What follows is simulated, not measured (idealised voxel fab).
Herein follows the process module entitled voxel lift off.
Cross-section cut: width 215 nm, square cells of 5 nm.
How to read a cross-section here: the picture is a grid of square cells, written as bands going from the top down, and any band can span one or more rows of cells. Heads up on the band format: heights come first, top then bottom, in nm. After that it's the materials left to right, each with its width in nm. A single material flagged "edge to edge" fills the whole band edge to edge, and "empty" means there's empty space there. A quick word on heights: they are counted from 0, and under that level the wafer as it came to us is one material throughout. The lowest band is different from the rest in having no bottom; it simply continues downward, written as in "0 down". Per-row width for "30..40": begins at first number (top row of band), ends at second number (bottom row), increment between rows held constant. The designation "remains unaltered", where it is given for a processing step, indicates that no cell of the cross-section was altered in the course of that step. Heads up: "Closed cavities" only lists the empty pockets with no open path to the top that are 8 cells or more, and it writes them as width x height at distance, distance from the left edge, in nm. after a step's settings: what the simulator itself notes on the step. Among the settings permitted on a step's line is "overlay nm"; applied to a step with a mask, it specifies the extent to which the mask lay to the right of its planned position, whereas a negative figure signifies a position to the left.
Listed below are the process steps as planned
1,RECEIVE: material Si
2,CONFORMAL_DEP: material SiO2, thk nm 5
3,PATTERN: tone open, mask id LINES, material resist, width nm 30, pitch nm 45, thk nm 25, overlay nm 0
4,DIRECTIONAL_DEP: material Ru, thk nm 10
5,STRIP: etch materials resist
6,CONFORMAL_DEP: material SiCN, thk nm 10
The first wafer of two, processed as planned
Cross-section of the wafer at receipt, which is the condition after step 1
> 0 down | Si edge to edge
> Closed cavities: none
The wafer, seen in cross-section, after step 2
> 5 to 0 | SiO2 edge to edge
> Everything below 0 is unchanged.
The wafer, seen in cross-section, after step 3
> 30 to 5 | resist=25, empty=30, resist=15, empty=30, resist=15, empty=30, resist=15, empty=30, resist=25
> Everything below 5 is unchanged.
The wafer, seen in cross-section, after step 4
> 40 to 30 | Ru=25, empty=30, Ru=15, empty=30, Ru=15, empty=30, Ru=15, empty=30, Ru=25
> 30 to 15 | resist=25, empty=30, resist=15, empty=30, resist=15, empty=30, resist=15, empty=30, resist=25
> 15 to 5 | resist=25, Ru=30, resist=15, Ru=30, resist=15, Ru=30, resist=15, Ru=30, resist=25
> Everything below 5 is unchanged.
The wafer, seen in cross-section, after step 5
> 15 to 5 | empty=25, Ru=30, empty=15, Ru=30, empty=15, Ru=30, empty=15, Ru=30, empty=25
> Everything below 5 is unchanged.
The wafer, seen in cross-section, after step 6
> 25 to 15 | empty=15, SiCN=185, empty=15
> 15 to 5 | SiCN=25, Ru=30, SiCN=15, Ru=30, SiCN=15, Ru=30, SiCN=15, Ru=30, SiCN=25
> Everything below 5 is unchanged.
The second wafer began exactly as the first did and followed the same plan, but one mistake was made while running it; through step 5 inclusive, the two wafers are identical
Second wafer, cross-section, planned end of step 6
> 25 to 15 | empty=15, SiO2=185, empty=15
> 15 to 5 | SiO2=25, Ru=30, SiO2=15, Ru=30, SiO2=15, Ru=30, SiO2=15, Ru=30, SiO2=25
> Everything below 5 is unchanged.
Run error: step 6 off recipe, ran as CONFORMAL_DEP: material SiO2, thk nm 10
Per the end-of-run cell counts, the second wafer holds more or fewer of some materials than the first: -112 SiCN | +112 SiO2
